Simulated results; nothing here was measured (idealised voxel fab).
Process module under the name voxel capacitor over wiring
It is cross-section cut that appears here, measuring 295 nm in width, its square cells being 5 nm in size.
This document writes a cross-section as a grid whose cells are square, and gives it as bands, listed from the top down; one or more rows of cells form a band. Heads up on the band format: heights come first, top then bottom, in nm. After that it's the materials left to right, each with its width in nm. A single material flagged "throughout" fills the whole band edge to edge, and "air" means there's empty space there. Heights are reckoned from 0. Under this level, the received wafer is all of one material. The bottommost band is open-ended downward, for example "0 down". Per-row width for "30 to 40": begins at first number (top row of band), ends at second number (bottom row), increment between rows held constant. The designation "no modifications", where it is given for a processing step, indicates that no cell of the cross-section was altered in the course of that step. Entry "Cavities, sealed". Content: empty spaces with no open connection to the top, size 8 cells or greater. Each: width x height at distance. Distance: from left edge. Unit: nm. Heads up: the bit after the settings on a step's line is the simulator's remark on that step. A step line may carry the setting "overlay nm", which, for steps involving a mask, states the distance by which the mask lay to the right of its intended position; negative values denote displacement to the left.

Steps in the process plan:
1: RECEIVE: material Si
2: CONFORMAL_DEP: material SiO2, thk nm 10
3: CONFORMAL_DEP: material SiCN, thk nm 5
4: DIRECTIONAL_DEP: material SiO2, thk nm 25
5: MASKED_ETCH: tone open, mask id METAL_1, width nm 20, pitch nm 85, etch materials SiO2, depth nm 25, overlay nm 0
6: MASKED_ETCH: tone open, mask id METAL_1, width nm 20, pitch nm 85, etch materials SiCN, depth nm 5, overlay nm 0
7: CONFORMAL_DEP: material TiN, thk nm 5
8: FILL_DEP: material W, thk nm 5
9: CMP: height nm 40
10: CONFORMAL_DEP: material SiCN, thk nm 5
11: DIRECTIONAL_DEP: material lowk, thk nm 10
12: DIRECTIONAL_DEP: material aC, thk nm 10
13: PATTERN: tone open, mask id PLUG_1, material resist, width nm 15, thk nm 30, overlay nm 0
14: DIRECTIONAL_ETCH: etch materials aC, depth nm 10
15: STRIP: etch materials resist
16: DIRECTIONAL_ETCH: etch materials lowk, depth nm 10
17: DIRECTIONAL_ETCH: etch materials SiCN, depth nm 5
18: STRIP: etch materials aC
19: EPI: material Ru, thk nm 10
20: EPI: material Ru, thk nm 5
21: DIRECTIONAL_DEP: material TiN, thk nm 10
22: DIRECTIONAL_DEP: material HfO2, thk nm 5
23: DIRECTIONAL_DEP: material TiN, thk nm 5
24: MASKED_ETCH: tone cover, mask id UPPER_PLATE, width nm 70, etch materials TiN, depth nm 5, overlay nm 0
25: MASKED_ETCH: tone cover, mask id UPPER_PLATE, width nm 70, etch materials HfO2, depth nm 5, overlay nm 0
26: MASKED_ETCH: tone cover, mask id LOWER_PLATE, width nm 80, etch materials TiN, depth nm 10, overlay nm 0
27: FILL_DEP: material SiO2, thk nm 15
28: CMP: height nm 85
29: PATTERN: tone open, mask id PLUG_2, material resist, width nm 15, thk nm 20, overlay nm 0
30: DIRECTIONAL_ETCH: etch materials SiO2, depth nm 10
31: STRIP: etch materials resist
32: CONFORMAL_DEP: material TiN, thk nm 5
33: FILL_DEP: material Ru, thk nm 5
34: CMP: height nm 85
35: CONFORMAL_DEP: material SiCN, thk nm 5

As-received wafer cross-section (after step 1):
* 0 down  Si throughout
* Cavities, sealed: none

Here's the wafer cut in cross-section after the module, started and planned just like above, except one thing was done wrong in the run:
* 90 to 85  SiCN throughout
* 85 to 80  110 SiO2; 5 TiN; 5 Ru; 5 TiN; 170 SiO2
* 80 to 75  110 SiO2; 15 TiN; 170 SiO2
* 75 to 70  100 SiO2; 15 TiN; 50 SiO2; 5 TiN; 125 SiO2
* 70 to 65  100 SiO2; 15 HfO2; 50 SiO2; 5 HfO2; 125 SiO2
* 65 to 60  95 SiO2; 20 TiN; 50 SiO2; 10 TiN; 120 SiO2
* 60 to 55  95 SiO2; 80 TiN; 120 SiO2
* 55 to 50  80 SiO2; 20 Ru; 15 lowk; 50 HfO2; 50 Ru; 80 SiO2
* 50 to 45  80 SiO2; 20 Ru; 15 lowk; 50 TiN; 50 Ru; 80 SiO2
* 45 to 40  80 SiO2; 20 Ru; 15 SiCN; 50 TiN; 50 Ru; 80 SiO2
* 40 to 15  95 SiO2; 5 TiN; 10 W; 5 TiN; 65 SiO2; 5 TiN; 10 W; 5 TiN; 95 SiO2
* 15 to 10  95 SiCN; 20 TiN; 65 SiCN; 20 TiN; 95 SiCN
* 10 to 0  SiO2 throughout
* 0 down  Si throughout
* Cavities, sealed: none
Misprocessing identified: step 13, actual vs plan mismatch, actual run PATTERN: tone cover, mask id PLUG_1, material resist, width nm 15, thk nm 30, overlay nm 0
